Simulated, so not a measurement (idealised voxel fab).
You're looking at the process module voxel released beams.
The cross-section on display is named cut; it measures 235 nm wide, and its cells are 5 nm squares.
Just so we're on the same page, the cross-sections are grids of square cells, and they're listed out in bands top to bottom, each band one or more rows deep. In this notation a band is specified by the heights of its top and bottom, in that order and in nm, after which its materials appear from left to right, each paired with its width in nm. The word "everywhere" attached to a single material means that material fills the band from edge to edge; the word "empty" stands for empty space. We count height from 0. Below that, the starting wafer is all one material. The lowest band never ends at the bottom but goes on down; see "0 down" for how that is written. Think of "30 to 40" as a width that walks from the first number to the second as you go down the band, top row to bottom row, taking equal-sized steps from row to row. Any step labelled "same as before" changed none of the cells in the cross-section. "Sealed void list" contains a list of empty spaces, each no smaller than 8 cells and without an open way to the top, written in the form width x height at distance with the distance from the left edge and all three in nm. Formally, on a step line, whatever follows the settings is a remark that the simulator itself makes on the step. A step's line can hold "overlay nm"; with a mask on that step, the setting says how far right of the planned place the mask lay, while a negative setting says it lay to the left.

Process steps foreseen in the plan
1) RECEIVE with material Si
2) CONFORMAL_DEP with material Al2O3, thk nm 5
3) DIRECTIONAL_DEP with material SiO2, thk nm 10
4) DIRECTIONAL_DEP with material aC, thk nm 10
5) PATTERN with tone open, mask id ANCHOR, material resist, width nm 35, thk nm 30, overlay nm 0
6) DIRECTIONAL_ETCH with etch materials aC, depth nm 10
7) STRIP with etch materials resist
8) DIRECTIONAL_ETCH with etch materials SiO2, depth nm 10
9) STRIP with etch materials aC
10) CONFORMAL_DEP with material SiN, thk nm 15
11) PATTERN with tone cover, mask id BEAM, material resist, width nm 120, thk nm 15, overlay nm 0
12) DIRECTIONAL_ETCH with etch materials SiN, depth nm 15
13) STRIP with etch materials resist
14) STRIP with etch materials SiO2

Cross-section of the wafer upon arrival, representing the state reached after step 1
  0 down | Si everywhere
  Sealed void list: none

Cross-section, end of module. Start: as above. Plan: as above. Execution: one mistake
  30 to 20 | empty: 55 / SiN: 55 / empty: 125
  20 to 15 | empty: 55 / SiN: 120 / empty: 60
  15 to 5 | empty: 45 / SiN: 15 / SiO2: 35 / SiN: 80 / empty: 60
  5 to 0 | Al2O3 everywhere
  0 down | Si everywhere
  Sealed void list: none
Deviation from plan: note that step 5 departed from the planned setting and was carried out as PATTERN with tone cover, mask id ANCHOR, material resist, width nm 35, thk nm 30, overlay nm 0
